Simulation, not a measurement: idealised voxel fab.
process module | voxel wiring stack
cross-section cut | 205 nm wide | cells 5 nm
A cross-section is a grid of square cells, given in bands from the top down. A band is one or more rows of cells.
Each band's line starts with the height of the band's top and of its bottom, in nm. Then come its materials from left to right, each with its width in nm. One material with "throughout" fills the band from edge to edge. "air" is empty space.
Height 0 is the level under which the wafer as received is all one material. The lowest band goes on downwards, as in "0 down".
A width such as "30 to 40" changes by the same amount from each row of cells to the next, from the band's top row to its bottom row.
"no change" after a step means that no cell of the cross-section changed.
closed voids: empty space of 8 cells or more with no open way to the top, each as width x height at its distance from the left edge, in nm
after a step's settings: what the simulator itself notes on the step
overlay nm, on a step with a mask: how far to the right of its planned place the mask lay; to the left if negative
plan
1 op RECEIVE | material Si
2 op CONFORMAL_DEP | material SiO2 | thk nm 15
3 op CONFORMAL_DEP | material SiCN | thk nm 5
4 op DIRECTIONAL_DEP | material SiO2 | thk nm 25
5 op PATTERN | tone open | mask id METAL_1 | material resist | width nm 30 | pitch nm 45 | thk nm 15 | overlay nm 0
6 op DIRECTIONAL_ETCH | etch materials SiO2 | depth nm 25
7 op DIRECTIONAL_ETCH | etch materials SiCN | depth nm 5
8 op STRIP | etch materials resist
9 op CONFORMAL_DEP | material TiN | thk nm 5
10 op FILL_DEP | material Ru | thk nm 10
11 op CMP | height nm 45
12 op CONFORMAL_DEP | material SiCN | thk nm 5
13 op DIRECTIONAL_DEP | material lowk | thk nm 15
14 op DIRECTIONAL_DEP | material aC | thk nm 10
15 op PATTERN | tone open | mask id PLUG_1 | material resist | width nm 15 | pitch nm 45 | thk nm 25 | overlay nm 0
16 op DIRECTIONAL_ETCH | etch materials aC | depth nm 10
17 op STRIP | etch materials resist
18 op DIRECTIONAL_ETCH | etch materials lowk | depth nm 15
19 op DIRECTIONAL_ETCH | etch materials SiCN | depth nm 5
20 op STRIP | etch materials aC
21 op EPI | material Ru | thk nm 10
22 op EPI | material Ru | thk nm 10
23 op DIRECTIONAL_DEP | material TiN | thk nm 5
24 op DIRECTIONAL_DEP | material W | thk nm 15
25 op DIRECTIONAL_DEP | material aC | thk nm 15
26 op PATTERN | tone cover | mask id METAL_2 | material resist | width nm 30 | pitch nm 45 | thk nm 30 | overlay nm 0
27 op DIRECTIONAL_ETCH | etch materials aC | depth nm 15
28 op STRIP | etch materials resist
29 op DIRECTIONAL_ETCH | etch materials W | depth nm 15
30 op DIRECTIONAL_ETCH | etch materials TiN | depth nm 5
31 op STRIP | etch materials aC
32 op FILL_DEP | material SiO2 | thk nm 5
33 op CMP | height nm 85
34 op CONFORMAL_DEP | material SiCN | thk nm 5
35 op DIRECTIONAL_DEP | material lowk | thk nm 30
36 op PATTERN | tone open | mask id METAL_3 | material resist | width nm 30 | pitch nm 45 | thk nm 15 | overlay nm 0
37 op DIRECTIONAL_ETCH | etch materials lowk | depth nm 15
38 op STRIP | etch materials resist
39 op MASKED_ETCH | tone open | mask id METAL_3_HOLES | width nm 15 | etch materials lowk | depth nm 15 | overlay nm 0
40 op MASKED_ETCH | tone open | mask id METAL_3_HOLES | width nm 15 | etch materials SiCN | depth nm 5 | overlay nm 0
41 op CONFORMAL_DEP | material TiN | thk nm 5
42 op FILL_DEP | material Cu | thk nm 10
43 op CMP | height nm 120
44 op CONFORMAL_DEP | material SiCN | thk nm 5
45 op DIRECTIONAL_DEP | material lowk | thk nm 30
46 op DIRECTIONAL_DEP | material aC | thk nm 10
47 op PATTERN | tone open | mask id METAL_4 | material resist | width nm 30 | pitch nm 45 | thk nm 30 | overlay nm 0
48 op DIRECTIONAL_ETCH | etch materials aC | depth nm 10
49 op STRIP | etch materials resist
50 op DIRECTIONAL_ETCH | etch materials lowk | depth nm 15
51 op STRIP | etch materials aC
52 op DIRECTIONAL_DEP | material aC | thk nm 10
53 op PATTERN | tone open | mask id METAL_4_HOLES | material resist | width nm 15 | thk nm 30 | overlay nm 0
54 op DIRECTIONAL_ETCH | etch materials aC | depth nm 10
55 op STRIP | etch materials resist
56 op DIRECTIONAL_ETCH | etch materials lowk | depth nm 15
57 op DIRECTIONAL_ETCH | etch materials SiCN | depth nm 5
58 op STRIP | etch materials aC
59 op CONFORMAL_DEP | material TiN | thk nm 5
60 op FILL_DEP | material Cu | thk nm 10
61 op CMP | height nm 155
62 op CONFORMAL_DEP | material SiCN | thk nm 5
varied across the wafers: width nm of step 39. The plan shows the first wafer's value. All wafers start alike
first wafer as received, after step 1
  0 down: Si throughout
  closed voids: none
first wafer at the end, after step 62
  160 to 155: SiCN throughout
  155 to 145: lowk 65 | TiN 5 | Cu 20 | TiN 5 | lowk 15 | TiN 5 | Cu 20 | TiN 5 | lowk 65
  145 to 140: lowk 65 | TiN 5 | Cu 5 | TiN 20 | lowk 15 | TiN 30 | lowk 65
  140 to 125: lowk 65 | TiN 5 | Cu 5 | TiN 5 | lowk 125
  125 to 120: SiCN 65 | TiN 15 | SiCN 125
  120 to 110: lowk 65 | TiN 5 | Cu 20 | TiN 5 | lowk 15 | TiN 5 | Cu 20 | TiN 5 | lowk 65
  110 to 105: lowk 65 | TiN 5 | Cu 5 | TiN 20 | lowk 15 | TiN 30 | lowk 65
  105 to 90: lowk 65 | TiN 5 | Cu 5 | TiN 5 | lowk 125
  90 to 85: SiCN 65 | TiN 15 | SiCN 125
  85 to 70: SiO2 65 | W 30 | SiO2 15 | W 30 | SiO2 65
  70 to 65: SiO2 65 | TiN 30 | SiO2 15 | TiN 30 | SiO2 65
  65 to 50: lowk 65 | Ru 15 | lowk 30 | Ru 15 | lowk 80
  50 to 45: SiCN 65 | Ru 15 | SiCN 30 | Ru 15 | SiCN 80
  45 to 20: SiO2 65 | TiN 5 | Ru 20 | TiN 5 | SiO2 15 | TiN 5 | Ru 20 | TiN 5 | SiO2 65
  20 to 15: SiCN 65 | TiN 30 | SiCN 15 | TiN 30 | SiCN 65
  15 to 0: SiO2 throughout
  0 down: Si throughout
  closed voids: none
last wafer at the end
  160 to 155: SiCN throughout
  155 to 145: lowk 65 | TiN 5 | Cu 20 | TiN 5 | lowk 15 | TiN 5 | Cu 20 | TiN 5 | lowk 65
  145 to 140: lowk 65 | TiN 5 | Cu 5 | TiN 20 | lowk 15 | TiN 30 | lowk 65
  140 to 125: lowk 65 | TiN 5 | Cu 5 | TiN 5 | lowk 125
  125 to 120: SiCN 65 | TiN 15 | SiCN 125
  120 to 110: lowk 60 | TiN 5 | Cu 25 | TiN 5 | lowk 15 | TiN 5 | Cu 20 | TiN 5 | lowk 65
  110 to 105: lowk 60 | TiN 10 | Cu 15 | TiN 10 | lowk 15 | TiN 30 | lowk 65
  105 to 95: lowk 65 | TiN 5 | Cu 15 | TiN 5 | lowk 115
  95 to 90: lowk 65 | TiN 5 | Cu 5 | TiN 15 | lowk 115
  90 to 85: SiCN 65 | TiN 15 | SiCN 125
  85 to 70: SiO2 65 | W 30 | SiO2 15 | W 30 | SiO2 65
  70 to 65: SiO2 65 | TiN 30 | SiO2 15 | TiN 30 | SiO2 65
  65 to 50: lowk 65 | Ru 15 | lowk 30 | Ru 15 | lowk 80
  50 to 45: SiCN 65 | Ru 15 | SiCN 30 | Ru 15 | SiCN 80
  45 to 20: SiO2 65 | TiN 5 | Ru 20 | TiN 5 | SiO2 15 | TiN 5 | Ru 20 | TiN 5 | SiO2 65
  20 to 15: SiCN 65 | TiN 30 | SiCN 15 | TiN 30 | SiCN 65
  15 to 0: SiO2 throughout
  0 down: Si throughout
  closed voids: none
each wafer at the end: cells of each material gained (+) or lost (-) since it was received, then its closed voids
width nm 15 | +40 Cu | +64 Ru | +181 SiCN | +384 SiO2 | +100 TiN | +36 W | +507 lowk | closed voids: none
width nm 20 | +43 Cu | +64 Ru | +181 SiCN | +384 SiO2 | +100 TiN | +36 W | +504 lowk | closed voids: none
width nm 25 | +45 Cu | +64 Ru | +181 SiCN | +384 SiO2 | +101 TiN | +36 W | +501 lowk | closed voids: none
width nm 30 | +48 Cu | +64 Ru | +181 SiCN | +384 SiO2 | +101 TiN | +36 W | +498 lowk | closed voids: none
